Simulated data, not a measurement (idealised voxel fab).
Name of the process module below: voxel fin reveal
175 nm wide, 5 nm square cells: that's cross-section cut.
Cross-section format: a grid of square cells, given as bands from top to bottom; each band is one or more rows of cells. In this notation a band is specified by the heights of its top and bottom, in that order and in nm, after which its materials appear from left to right, each paired with its width in nm. The word "everywhere" attached to a single material means that material fills the band from edge to edge; the word "air" stands for empty space. Beneath 0, the wafer as received is one material, and that level is where height counting begins. The lowest band goes on downward without a bottom; it is written like "from 0 down". Quick explanation for "30->40": the width changes in equal steps down the rows of cells, from the first number in the band's top row to the second number in its bottom row. Key: "no change occurred" - step with no changed cell in the cross-section. "Unvented voids" lists enclosed empty spaces (at least 8 cells, no open path upward to the top), each as width x height at distance from the left edge, in nm. If you see something after the settings on a step's line, that's the simulator's own remark about that step. You can add "overlay nm" to a step's line. For a step with a mask, it describes how far the mask lay to the right of its planned position, and a negative number describes a lay to the left.
Listed below are the process steps as planned
1 RECEIVE: material Si
2 CONFORMAL_DEP: material SiN, thk nm 10
3 MASKED_ETCH: tone cover, mask id FINS, width nm 15, pitch nm 35, etch materials SiN, depth nm 10, overlay nm 0
4 MASKED_ETCH: tone cover, mask id FINS, width nm 15, pitch nm 35, etch materials Si, depth nm 35, overlay nm 0
5 OXIDIZE: depth nm 5
6 FILL_DEP: material SiO2, thk nm 15
7 CMP: height nm 10
8 SELECTIVE_ETCH: etch materials SiO2, depth nm 30
9 STRIP: etch materials SiN
Cross-section of the wafer as it came to us, i.e., already through step 1
	from 0 down = Si everywhere
	Unvented voids: none
First of two wafers at the end of the module, shown in cross-section; run carried out as planned
	from 0 to -20 = air: 65; Si: 5; air: 30; Si: 5; air: 70
	from -20 to -40 = SiO2: 65; Si: 5; SiO2: 30; Si: 5; SiO2: 70
	from -40 down = Si everywhere
	Unvented voids: none
The second wafer, shown in cross-section after the module: started the same way as the first and given the same plan, yet one mistake crept into how it was run
	from 0 to -40 = air: 65; Si: 5; air: 30; Si: 5; air: 70
	from -40 down = Si everywhere
	Unvented voids: none
Finding, execution versus plan: the plan's step 8 ran twice
Heads up, by the end the second wafer has more or fewer cells of some materials compared to the first: SiO2: 132 fewer
